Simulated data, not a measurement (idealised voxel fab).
This section sets out a process module, namely voxel air gaps.
Pictured: cross-section cut, 250 nm wide, on a grid of 5 nm square cells.
When this document writes out a cross-section, it uses a grid of square cells and lists it as bands, beginning at the top and moving down, with a band standing for one or more rows of cells. A band entry consists of two parts. The first gives the height of the band's top and the height of its bottom, in nm. The rest lists the band's materials from left to right, each with its width in nm. A single material labelled with the word "edge to edge" fills the band from edge to edge, and the word "air" marks empty space. Ref level 0: as-received wafer is one material below here. Bottom band extends down with no lower bound ("0 down"). Width "30->40": first value at the band's top row of cells, second value at its bottom row, equal change from row to row. Where a step carries "same as before", the cross-section came out of it unchanged, cell for cell. Look at "Unvented cavities" for the closed voids: empty spaces with no open path to the top, sized 8 cells or up. Each is width x height at distance, distance from the left edge, all nm. What comes after the settings on a step's line is commentary from the simulator itself on that step. Among the settings permitted on a step's line is "overlay nm"; applied to a step with a mask, it specifies the extent to which the mask lay to the right of its planned position, whereas a negative figure signifies a position to the left.
Below is the list of planned process steps:
- 1: RECEIVE,material Si
- 2: CONFORMAL_DEP,material SiO2,thk nm 10
- 3: CONFORMAL_DEP,material SiN,thk nm 5
- 4: DIRECTIONAL_DEP,material SiO2,thk nm 30
- 5: PATTERN,tone open,mask id LINES,material resist,width nm 25,pitch nm 55,thk nm 20,overlay nm 0
- 6: DIRECTIONAL_ETCH,etch materials SiO2,depth nm 30
- 7: STRIP,etch materials resist
- 8: CONFORMAL_DEP,material TiN,thk nm 5
- 9: FILL_DEP,material W,thk nm 5
- 10: CMP,height nm 45
- 11: EPI,material Ru,thk nm 10
- 12: SELECTIVE_ETCH,etch materials SiO2,depth nm 40
- 13: CONFORMAL_DEP,material SiCN,thk nm 5
All wafers enter the flow in the same state. The thk nm at step 13 differs from wafer to wafer, and the plan gives the value for the first wafer.
Cross-section of the first incoming wafer of several, state after step 1:
* 0 down | Si edge to edge
* Unvented cavities: none
Heads up, this table goes wafer by wafer. A row tells you, at the end of the module, how many cells of each material that wafer has put on (+) or dropped (-) since it was received, and then its closed voids:
thk nm 5 | +72 Ru | +146 SiCN | +50 SiN | +100 SiO2 | +60 TiN | +60 W | Unvented cavities: 20 x 20 at 60; 20 x 20 at 115; 20 x 20 at 170
thk nm 10 | +72 Ru | +220 SiCN | +50 SiN | +100 SiO2 | +60 TiN | +60 W | Unvented cavities: 20 x 20 at 60; 20 x 20 at 115; 20 x 20 at 170
thk nm 15 | +72 Ru | +294 SiCN | +50 SiN | +100 SiO2 | +60 TiN | +60 W | Unvented cavities: 20 x 20 at 60; 20 x 20 at 115; 20 x 20 at 170
thk nm 20 | +72 Ru | +360 SiCN | +50 SiN | +100 SiO2 | +60 TiN | +60 W | Unvented cavities: 20 x 20 at 60; 20 x 20 at 115; 20 x 20 at 170
